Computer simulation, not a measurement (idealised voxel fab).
process module | voxel double patterning
cross-section cut | 220 nm wide | cells 5 nm
A cross-section is a grid of square cells, given in bands from the top down. A band is one or more rows of cells.
Each band's line starts with the height of the band's top and of its bottom, in nm. Then come its materials from left to right, each with its width in nm. One material with "throughout" fills the band from edge to edge. "air" is empty space.
Height 0 is the level under which the wafer as received is all one material. The lowest band goes on downwards, as in "0 down".
A width such as "30 to 40" changes by the same amount from each row of cells to the next, from the band's top row to its bottom row.
"no change" after a step means that no cell of the cross-section changed.
closed voids: empty space of 8 cells or more with no open way to the top, each as width x height at its distance from the left edge, in nm
after a step's settings: what the simulator itself notes on the step
overlay nm, on a step with a mask: how far to the right of its planned place the mask lay; to the left if negative
plan
1 op RECEIVE | material Si
2 op CONFORMAL_DEP | material SiO2 | thk nm 10
3 op DIRECTIONAL_DEP | material W | thk nm 15
4 op DIRECTIONAL_DEP | material SiCN | thk nm 5
5 op DIRECTIONAL_DEP | material aC | thk nm 10
6 op PATTERN | tone open | mask id FIRST | material resist | width nm 15 | pitch nm 50 | thk nm 25 | overlay nm 0
7 op DIRECTIONAL_ETCH | etch materials aC | depth nm 10
8 op STRIP | etch materials resist
9 op DIRECTIONAL_ETCH | etch materials SiCN | depth nm 5
10 op STRIP | etch materials aC
11 op DIRECTIONAL_DEP | material aC | thk nm 10
12 op PATTERN | tone open | mask id SECOND | material resist | width nm 15 | pitch nm 50 | thk nm 30 | overlay nm 0
13 op DIRECTIONAL_ETCH | etch materials aC | depth nm 10
14 op STRIP | etch materials resist
15 op DIRECTIONAL_ETCH | etch materials SiCN | depth nm 5
16 op STRIP | etch materials aC
17 op DIRECTIONAL_ETCH | etch materials W | depth nm 15
18 op STRIP | etch materials SiCN
as received, after step 1
  0 down: Si throughout
  closed voids: none
a wafer at the end: this start, this plan, one mistake
  20 to 5: W 50 | air 15 | W 10 | air 15 | W 10 | air 15 | W 10 | air 15 | W 10 | air 15 | W 55
  5 to 0: SiO2 throughout
  0 down: Si throughout
  closed voids: none
what went wrong: step 2 ran as: op CONFORMAL_DEP | material SiO2 | thk nm 5
